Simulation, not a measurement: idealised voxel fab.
process module | voxel double patterning
cross-section cut | 210 nm wide | cells 5 nm
A cross-section is a grid of square cells, given in bands from the top down. A band is one or more rows of cells.
Each band's line starts with the height of the band's top and of its bottom, in nm. Then come its materials from left to right, each with its width in nm. One material with "throughout" fills the band from edge to edge. "air" is empty space.
Height 0 is the level under which the wafer as received is all one material. The lowest band goes on downwards, as in "0 down".
A width such as "30 to 40" changes by the same amount from each row of cells to the next, from the band's top row to its bottom row.
"no change" after a step means that no cell of the cross-section changed.
closed voids: empty space of 8 cells or more with no open way to the top, each as width x height at its distance from the left edge, in nm
after a step's settings: what the simulator itself notes on the step
overlay nm, on a step with a mask: how far to the right of its planned place the mask lay; to the left if negative
plan
1 op RECEIVE | material Si
2 op CONFORMAL_DEP | material SiO2 | thk nm 10
3 op DIRECTIONAL_DEP | material polySi | thk nm 10
4 op DIRECTIONAL_DEP | material SiCN | thk nm 5
5 op DIRECTIONAL_DEP | material aC | thk nm 10
6 op PATTERN | tone open | mask id FIRST | material resist | width nm 15 | pitch nm 50 | thk nm 30 | overlay nm 0
7 op DIRECTIONAL_ETCH | etch materials aC | depth nm 10
8 op STRIP | etch materials resist
9 op DIRECTIONAL_ETCH | etch materials SiCN | depth nm 5
10 op STRIP | etch materials aC
11 op MASKED_ETCH | tone open | mask id SECOND | width nm 15 | pitch nm 50 | etch materials SiCN | depth nm 5 | overlay nm 0
12 op DIRECTIONAL_ETCH | etch materials polySi | depth nm 10
13 op STRIP | etch materials SiCN
first wafer, as planned
as received, after step 1
  0 down: Si throughout
  closed voids: none
after step 2
  10 to 0: SiO2 throughout
  below 0: unchanged
after step 3
  20 to 10: polySi throughout
  below 10: unchanged
after step 4
  25 to 20: SiCN throughout
  below 20: unchanged
after step 5
  35 to 25: aC throughout
  below 25: unchanged
after step 6
  65 to 35: resist 45 | air 15 | resist 35 | air 15 | resist 35 | air 15 | resist 50
  below 35: unchanged
after step 7
  55 to 35: resist 45 | air 15 | resist 35 | air 15 | resist 35 | air 15 | resist 50
  35 to 25: aC 45 | air 15 | aC 35 | air 15 | aC 35 | air 15 | aC 50
  below 25: unchanged
after step 8
  35 to 25: aC 45 | air 15 | aC 35 | air 15 | aC 35 | air 15 | aC 50
  below 25: unchanged
after step 9
  35 to 25: aC 45 | air 15 | aC 35 | air 15 | aC 35 | air 15 | aC 50
  25 to 20: SiCN 45 | air 15 | SiCN 35 | air 15 | SiCN 35 | air 15 | SiCN 50
  below 20: unchanged
after step 10
  25 to 20: SiCN 45 | air 15 | SiCN 35 | air 15 | SiCN 35 | air 15 | SiCN 50
  below 20: unchanged
after step 11
  25 to 20: SiCN 45 | air 15 | SiCN 10 | air 15 | SiCN 10 | air 15 | SiCN 10 | air 15 | SiCN 10 | air 15 | SiCN 50
  below 20: unchanged
after step 12
  25 to 20: SiCN 45 | air 15 | SiCN 10 | air 15 | SiCN 10 | air 15 | SiCN 10 | air 15 | SiCN 10 | air 15 | SiCN 50
  20 to 10: polySi 45 | air 15 | polySi 10 | air 15 | polySi 10 | air 15 | polySi 10 | air 15 | polySi 10 | air 15 | polySi 50
  below 10: unchanged
after step 13
  20 to 10: polySi 45 | air 15 | polySi 10 | air 15 | polySi 10 | air 15 | polySi 10 | air 15 | polySi 10 | air 15 | polySi 50
  below 10: unchanged
second wafer: like start, like plan, one mistake. Through step 5 it matches the first wafer
when step 6 should have ended
  65 to 35: air 45 | resist 15 | air 35 | resist 15 | air 35 | resist 15 | air 50
  below 35: unchanged
when step 7 should have ended
  55 to 35: air 45 | resist 15 | air 35 | resist 15 | air 35 | resist 15 | air 50
  35 to 25: air 45 | aC 15 | air 35 | aC 15 | air 35 | aC 15 | air 50
  below 25: unchanged
when step 8 should have ended
  35 to 25: air 45 | aC 15 | air 35 | aC 15 | air 35 | aC 15 | air 50
  below 25: unchanged
when step 9 should have ended
  35 to 25: air 45 | aC 15 | air 35 | aC 15 | air 35 | aC 15 | air 50
  25 to 20: air 45 | SiCN 15 | air 35 | SiCN 15 | air 35 | SiCN 15 | air 50
  below 20: unchanged
when step 10 should have ended
  25 to 20: air 45 | SiCN 15 | air 35 | SiCN 15 | air 35 | SiCN 15 | air 50
  below 20: unchanged
when step 11 should have ended: no change
when step 12 should have ended
  25 to 20: air 45 | SiCN 15 | air 35 | SiCN 15 | air 35 | SiCN 15 | air 50
  20 to 10: air 45 | polySi 15 | air 35 | polySi 15 | air 35 | polySi 15 | air 50
  below 10: unchanged
when step 13 should have ended
  20 to 10: air 45 | polySi 15 | air 35 | polySi 15 | air 35 | polySi 15 | air 50
  below 10: unchanged
what went wrong: step 6 ran as: op PATTERN | tone cover | mask id FIRST | material resist | width nm 15 | pitch nm 50 | thk nm 30 | overlay nm 0
at the end the second wafer has, in cells: 36 fewer of polySi
